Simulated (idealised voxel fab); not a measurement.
process module | voxel capacitor over wiring
cross-section cut | 290 nm wide | cells 5 nm
A cross-section is a grid of square cells, given in bands from the top down. A band is one or more rows of cells.
Each band's line starts with the height of the band's top and of its bottom, in nm. Then come its materials from left to right, each with its width in nm. One material with "throughout" fills the band from edge to edge. "air" is empty space.
Height 0 is the level under which the wafer as received is all one material. The lowest band goes on downwards, as in "0 down".
A width such as "30 to 40" changes by the same amount from each row of cells to the next, from the band's top row to its bottom row.
"no change" after a step means that no cell of the cross-section changed.
closed voids: empty space of 8 cells or more with no open way to the top, each as width x height at its distance from the left edge, in nm
after a step's settings: what the simulator itself notes on the step
overlay nm, on a step with a mask: how far to the right of its planned place the mask lay; to the left if negative
plan
1 op RECEIVE | material Si
2 op CONFORMAL_DEP | material SiO2 | thk nm 15
3 op DIRECTIONAL_DEP | material TiN | thk nm 5
4 op DIRECTIONAL_DEP | material Ru | thk nm 20
5 op DIRECTIONAL_DEP | material aC | thk nm 15
6 op PATTERN | tone cover | mask id METAL_1 | material resist | width nm 30 | pitch nm 95 | thk nm 35 | overlay nm 0
7 op DIRECTIONAL_ETCH | etch materials aC | depth nm 15
8 op STRIP | etch materials resist
9 op DIRECTIONAL_ETCH | etch materials Ru | depth nm 20
10 op DIRECTIONAL_ETCH | etch materials TiN | depth nm 5
11 op STRIP | etch materials aC
12 op FILL_DEP | material lowk | thk nm 5
13 op CMP | height nm 40
14 op CONFORMAL_DEP | material SiCN | thk nm 5
15 op DIRECTIONAL_DEP | material SiO2 | thk nm 15
16 op DIRECTIONAL_DEP | material aC | thk nm 10
17 op PATTERN | tone open | mask id PLUG_1 | material resist | width nm 15 | thk nm 25 | overlay nm 0
18 op DIRECTIONAL_ETCH | etch materials aC | depth nm 10
19 op STRIP | etch materials resist
20 op DIRECTIONAL_ETCH | etch materials SiO2 | depth nm 15
21 op DIRECTIONAL_ETCH | etch materials SiCN | depth nm 5
22 op STRIP | etch materials aC
23 op CONFORMAL_DEP | material TiN | thk nm 5
24 op FILL_DEP | material Cu | thk nm 10
25 op CMP | height nm 60
26 op DIRECTIONAL_DEP | material TiN | thk nm 10
27 op DIRECTIONAL_DEP | material Al2O3 | thk nm 5
28 op DIRECTIONAL_DEP | material TiN | thk nm 10
29 op PATTERN | tone cover | mask id UPPER_PLATE | material resist | width nm 70 | thk nm 15 | overlay nm 0
30 op DIRECTIONAL_ETCH | etch materials TiN | depth nm 10
31 op DIRECTIONAL_ETCH | etch materials Al2O3 | depth nm 5
32 op STRIP | etch materials resist
33 op MASKED_ETCH | tone cover | mask id LOWER_PLATE | width nm 80 | etch materials TiN | depth nm 10 | overlay nm 0
34 op FILL_DEP | material SiO2 | thk nm 20
35 op CMP | height nm 100
36 op MASKED_ETCH | tone open | mask id PLUG_2 | width nm 15 | etch materials SiO2 | depth nm 15 | overlay nm 0
37 op CONFORMAL_DEP | material TiN | thk nm 5
38 op FILL_DEP | material W | thk nm 10
39 op CMP | height nm 100
40 op CONFORMAL_DEP | material SiN | thk nm 5
as received, after step 1
  0 down: Si throughout
  closed voids: none
a wafer at the end: this start, this plan, one mistake
  105 to 100: SiN throughout
  100 to 90: SiO2 105 | TiN 5 | W 5 | TiN 5 | SiO2 170
  90 to 85: SiO2 105 | TiN 15 | SiO2 170
  85 to 75: SiO2 90 | TiN 5 | SiO2 70 | TiN 5 | SiO2 120
  75 to 70: Al2O3 95 | SiO2 70 | Al2O3 125
  70 to 60: TiN throughout
  60 to 45: SiO2 95 | TiN 5 | Cu 5 | TiN 5 | SiO2 180
  45 to 40: SiCN 95 | TiN 15 | SiCN 180
  40 to 20: lowk 80 | Ru 30 | lowk 65 | Ru 30 | lowk 85
  20 to 15: lowk 80 | TiN 30 | lowk 65 | TiN 30 | lowk 85
  15 to 0: SiO2 throughout
  0 down: Si throughout
  closed voids: none
what went wrong: step 29 ran as: op PATTERN | tone open | mask id UPPER_PLATE | material resist | width nm 70 | thk nm 15 | overlay nm 0
